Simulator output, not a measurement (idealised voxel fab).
Herein follows the process module entitled voxel wiring stack.
Cross-section cut spans 280 nm and uses square cells 5 nm in size.
Notation: cross-section as square-cell grid; stated in bands, top first, going down; one or more cell rows per band.
A band entry consists of two parts. The first gives the height of the band's top and the height of its bottom, in nm. The rest lists the band's materials from left to right, each with its width in nm. A single material labelled with the word "everywhere" fills the band from edge to edge, and the word "air" marks empty space.
The reference from which all heights are counted is 0, the level beneath which the as-received wafer is entirely one material; the lowest band, having no lower bound, proceeds downward and is written after the example "0..down".
The expression "30->40" gives the width at the extremes of the band, the first number at its top row of cells and the second at its bottom row, with the width changing by equal amounts from each row to the next in between.
Step note "same as before" = no cross-section cell changed.
The label "Enclosed cavities" introduces a list of the empty spaces, 8 cells or larger, that have no open way up to the top; each entry in it reads width x height at distance, where the distance is taken from the left edge and all three are stated in nm.
Anything after a step's settings on that line? It's the simulator's own note about the step.
Regarding "overlay nm": on a step with a mask, it is the distance the mask lay to the right of its planned place; a negative value places it to the left.
Below you will find pairs of cross-sections. In each, one shows the wafer before one process step and the other after it, with the after view ending at the lowest band that changed. Under each pair is the step separating them, along with its settings. Do not assume the pairs form a chain: they can come from different runs of this module on the same starting wafer, and a pair continues from the pair above it only when its "Pre-step cross-section" entry says so.

PRE-STEP CROSS-SECTION
- 50..35: air=100; aC=25; air=30; aC=25; air=100
- 35..20: air=100; lowk=25; air=30; lowk=25; air=100
- 20..15: air=100; SiN=25; air=30; SiN=25; air=100
- 15..0: SiO2 everywhere
- 0..down: Si everywhere
- Enclosed cavities: none

POST-STEP CROSS-SECTION
- 35..20: air=100; lowk=25; air=30; lowk=25; air=100
- Nothing below the height 20 has changed.
- Enclosed cavities: none
What sits between those two cross-sections? STRIP [etch materials aC]

Pre-step cross-section: taken from the pair above, after panel.

POST-STEP CROSS-SECTION
- 40..35: air=95; TiN=35; air=20; TiN=35; air=95
- 35..20: air=95; TiN=5; lowk=25; TiN=5; air=20; TiN=5; lowk=25; TiN=5; air=95
- 20..15: TiN=100; SiN=25; TiN=30; SiN=25; TiN=100
- Nothing below the height 15 has changed.
- Enclosed cavities: none
What sits between those two cross-sections? CONFORMAL_DEP [material TiN] [thk nm 5]

Pre-step cross-section: taken from the pair above, after panel.

POST-STEP CROSS-SECTION
- 50..40: Cu everywhere
- 40..35: Cu=95; TiN=35; Cu=20; TiN=35; Cu=95
- 35..20: Cu=95; TiN=5; lowk=25; TiN=5; Cu=20; TiN=5; lowk=25; TiN=5; Cu=95
- Nothing below the height 20 has changed.
- Enclosed cavities: none
What sits between those two cross-sections? FILL_DEP [material Cu] [thk nm 10]

Pre-step cross-section: taken from the pair above, after panel.

POST-STEP CROSS-SECTION
- 35..20: Cu=95; TiN=5; lowk=25; TiN=5; Cu=20; TiN=5; lowk=25; TiN=5; Cu=95
- Nothing below the height 20 has changed.
- Enclosed cavities: none
What sits between those two cross-sections? CMP [height nm 35]

Pre-step cross-section: taken from the pair above, after panel.

POST-STEP CROSS-SECTION
- 40..35: Ru=105; air=15; Ru=40; air=15; Ru=105
- Nothing below the height 35 has changed.
- Enclosed cavities: none
What sits between those two cross-sections? EPI [material Ru] [thk nm 5]

Pre-step cross-section: taken from the pair above, after panel.

POST-STEP CROSS-SECTION
- 45..40: SiCN everywhere
- 40..35: Ru=105; SiCN=15; Ru=40; SiCN=15; Ru=105
- Nothing below the height 35 has changed.
- Enclosed cavities: none
What sits between those two cross-sections? FILL_DEP [material SiCN] [thk nm 5]

Pre-step cross-section: taken from the pair above, after panel.

POST-STEP CROSS-SECTION
- 70..45: SiO2 everywhere
- Nothing below the height 45 has changed.
- Enclosed cavities: none
What sits between those two cross-sections? DIRECTIONAL_DEP [material SiO2] [thk nm 25]

Pre-step cross-section: taken from the pair above, after panel.

POST-STEP CROSS-SECTION
- 70..55: SiO2=100; air=25; SiO2=30; air=25; SiO2=100
- Nothing below the height 55 has changed.
- Enclosed cavities: none
What sits between those two cross-sections? MASKED_ETCH [tone open] [mask id METAL_2] [width nm 25] [pitch nm 55] [etch materials SiO2] [depth nm 15] [overlay nm 0]

Pre-step cross-section: taken from the pair above, after panel.

POST-STEP CROSS-SECTION
- 90..70: resist=100; air=15; resist=165
- 70..55: SiO2=100; air=15; resist=10; SiO2=30; resist=25; SiO2=100
- Nothing below the height 55 has changed.
- Enclosed cavities: none
What sits between those two cross-sections? PATTERN [tone open] [mask id METAL_2_HOLES] [material resist] [width nm 15] [thk nm 20] [overlay nm 0]

Pre-step cross-section: taken from the pair above, after panel.

POST-STEP CROSS-SECTION
- 90..70: resist=100; air=15; resist=165
- 70..55: SiO2=100; air=15; resist=10; SiO2=30; resist=25; SiO2=100
- 55..45: SiO2=100; air=15; SiO2=165
- Nothing below the height 45 has changed.
- Enclosed cavities: none
What sits between those two cross-sections? DIRECTIONAL_ETCH [etch materials SiO2] [depth nm 10]

Pre-step cross-section: taken from the pair above, after panel.

POST-STEP CROSS-SECTION
- 90..70: resist=100; air=15; resist=165
- 70..55: SiO2=100; air=15; resist=10; SiO2=30; resist=25; SiO2=100
- 55..45: SiO2=100; air=15; SiO2=165
- 45..40: SiCN=100; air=15; SiCN=165
- Nothing below the height 40 has changed.
- Enclosed cavities: none
What sits between those two cross-sections? DIRECTIONAL_ETCH [etch materials SiCN] [depth nm 5]

Pre-step cross-section: taken from the pair above, after panel.

POST-STEP CROSS-SECTION
- 70..55: SiO2=100; air=25; SiO2=30; air=25; SiO2=100
- Nothing below the height 55 has changed.
- Enclosed cavities: none
What sits between those two cross-sections? STRIP [etch materials resist]

Pre-step cross-section: taken from the pair above, after panel.

POST-STEP CROSS-SECTION
- 75..70: TiN=105; air=15; TiN=40; air=15; TiN=105
- 70..60: SiO2=100; TiN=5; air=15; TiN=5; SiO2=30; TiN=5; air=15; TiN=5; SiO2=100
- 60..55: SiO2=100; TiN=5; air=5; TiN=15; SiO2=30; TiN=25; SiO2=100
- 55..45: SiO2=100; TiN=5; air=5; TiN=5; SiO2=165
- 45..40: SiCN=100; TiN=15; SiCN=165
- Nothing below the height 40 has changed.
- Enclosed cavities: none
What sits between those two cross-sections? CONFORMAL_DEP [material TiN] [thk nm 5]

Pre-step cross-section: taken from the pair above, after panel.

POST-STEP CROSS-SECTION
- 80..75: Cu everywhere
- 75..70: TiN=105; Cu=15; TiN=40; Cu=15; TiN=105
- 70..60: SiO2=100; TiN=5; Cu=15; TiN=5; SiO2=30; TiN=5; Cu=15; TiN=5; SiO2=100
- 60..55: SiO2=100; TiN=5; Cu=5; TiN=15; SiO2=30; TiN=25; SiO2=100
- 55..45: SiO2=100; TiN=5; Cu=5; TiN=5; SiO2=165
- Nothing below the height 45 has changed.
- Enclosed cavities: none
What sits between those two cross-sections? FILL_DEP [material Cu] [thk nm 5]

Pre-step cross-section: taken from the pair above, after panel.

POST-STEP CROSS-SECTION
- 70..60: SiO2=100; TiN=5; Cu=15; TiN=5; SiO2=30; TiN=5; Cu=15; TiN=5; SiO2=100
- Nothing below the height 60 has changed.
- Enclosed cavities: none
What sits between those two cross-sections? CMP [height nm 70]

Pre-step cross-section: taken from the pair above, after panel.

POST-STEP CROSS-SECTION
- 75..70: SiCN everywhere
- Nothing below the height 70 has changed.
- Enclosed cavities: none
What sits between those two cross-sections? CONFORMAL_DEP [material SiCN] [thk nm 5]

Pre-step cross-section: taken from the pair above, after panel.

POST-STEP CROSS-SECTION
- 105..75: SiO2 everywhere
- Nothing below the height 75 has changed.
- Enclosed cavities: none
What sits between those two cross-sections? DIRECTIONAL_DEP [material SiO2] [thk nm 30]

Pre-step cross-section: taken from the pair above, after panel.

POST-STEP CROSS-SECTION
- 120..105: resist=100; air=25; resist=30; air=25; resist=100
- Nothing below the height 105 has changed.
- Enclosed cavities: none
What sits between those two cross-sections? PATTERN [tone open] [mask id METAL_3] [material resist] [width nm 25] [pitch nm 55] [thk nm 15] [overlay nm 0]

Pre-step cross-section: taken from the pair above, after panel.

POST-STEP CROSS-SECTION
- 120..105: resist=100; air=25; resist=30; air=25; resist=100
- 105..90: SiO2=100; air=25; SiO2=30; air=25; SiO2=100
- Nothing below the height 90 has changed.
- Enclosed cavities: none
What sits between those two cross-sections? DIRECTIONAL_ETCH [etch materials SiO2] [depth nm 15]

Pre-step cross-section: taken from the pair above, after panel.

POST-STEP CROSS-SECTION
- 105..90: SiO2=100; air=25; SiO2=30; air=25; SiO2=100
- Nothing below the height 90 has changed.
- Enclosed cavities: none
What sits between those two cross-sections? STRIP [etch materials resist]

Pre-step cross-section: taken from the pair above, after panel.

POST-STEP CROSS-SECTION
- 120..105: resist=100; air=15; resist=40; air=15; resist=110
- 105..90: SiO2=100; air=15; resist=10; SiO2=30; air=15; resist=10; SiO2=100
- Nothing below the height 90 has changed.
- Enclosed cavities: none
What sits between those two cross-sections? PATTERN [tone open] [mask id METAL_3_HOLES] [material resist] [width nm 15] [pitch nm 55] [thk nm 15] [overlay nm 0]

Pre-step cross-section: taken from the pair above, after panel.

POST-STEP CROSS-SECTION
- 120..105: resist=100; air=15; resist=40; air=15; resist=110
- 105..90: SiO2=100; air=15; resist=10; SiO2=30; air=15; resist=10; SiO2=100
- 90..75: SiO2=100; air=15; SiO2=40; air=15; SiO2=110
- Nothing below the height 75 has changed.
- Enclosed cavities: none
What sits between those two cross-sections? DIRECTIONAL_ETCH [etch materials SiO2] [depth nm 15]

Pre-step cross-section: taken from the pair above, after panel.

POST-STEP CROSS-SECTION
- 120..105: resist=100; air=15; resist=40; air=15; resist=110
- 105..90: SiO2=100; air=15; resist=10; SiO2=30; air=15; resist=10; SiO2=100
- 90..75: SiO2=100; air=15; SiO2=40; air=15; SiO2=110
- 75..70: SiCN=100; air=15; SiCN=40; air=15; SiCN=110
- Nothing below the height 70 has changed.
- Enclosed cavities: none
What sits between those two cross-sections? DIRECTIONAL_ETCH [etch materials SiCN] [depth nm 5]

Pre-step cross-section: taken from the pair above, after panel.

POST-STEP CROSS-SECTION
- 105..90: SiO2=100; air=25; SiO2=30; air=25; SiO2=100
- Nothing below the height 90 has changed.
- Enclosed cavities: none
What sits between those two cross-sections? STRIP [etch materials resist]

Pre-step cross-section: taken from the pair above, after panel.

POST-STEP CROSS-SECTION
- 110..105: TiN=105; air=15; TiN=40; air=15; TiN=105
- 105..95: SiO2=100; TiN=5; air=15; TiN=5; SiO2=30; TiN=5; air=15; TiN=5; SiO2=100
- 95..90: SiO2=100; TiN=5; air=5; TiN=15; SiO2=30; TiN=5; air=5; TiN=15; SiO2=100
- 90..75: SiO2=100; TiN=5; air=5; TiN=5; SiO2=40; TiN=5; air=5; TiN=5; SiO2=110
- 75..70: SiCN=100; TiN=15; SiCN=40; TiN=15; SiCN=110
- Nothing below the height 70 has changed.
- Enclosed cavities: none
What sits between those two cross-sections? CONFORMAL_DEP [material TiN] [thk nm 5]

Pre-step cross-section: taken from the pair above, after panel.

POST-STEP CROSS-SECTION
- 120..110: Ru everywhere
- 110..105: TiN=105; Ru=15; TiN=40; Ru=15; TiN=105
- 105..95: SiO2=100; TiN=5; Ru=15; TiN=5; SiO2=30; TiN=5; Ru=15; TiN=5; SiO2=100
- 95..90: SiO2=100; TiN=5; Ru=5; TiN=15; SiO2=30; TiN=5; Ru=5; TiN=15; SiO2=100
- 90..75: SiO2=100; TiN=5; Ru=5; TiN=5; SiO2=40; TiN=5; Ru=5; TiN=5; SiO2=110
- Nothing below the height 75 has changed.
- Enclosed cavities: none
What sits between those two cross-sections? FILL_DEP [material Ru] [thk nm 10]

Pre-step cross-section: taken from the pair above, after panel.

POST-STEP CROSS-SECTION
- 105..95: SiO2=100; TiN=5; Ru=15; TiN=5; SiO2=30; TiN=5; Ru=15; TiN=5; SiO2=100
- Nothing below the height 95 has changed.
- Enclosed cavities: none
What sits between those two cross-sections? CMP [height nm 105]

Pre-step cross-section: taken from the pair above, after panel.

POST-STEP CROSS-SECTION
- 110..105: SiCN everywhere
- Nothing below the height 105 has changed.
- Enclosed cavities: none
What sits between those two cross-sections? CONFORMAL_DEP [material SiCN] [thk nm 5]
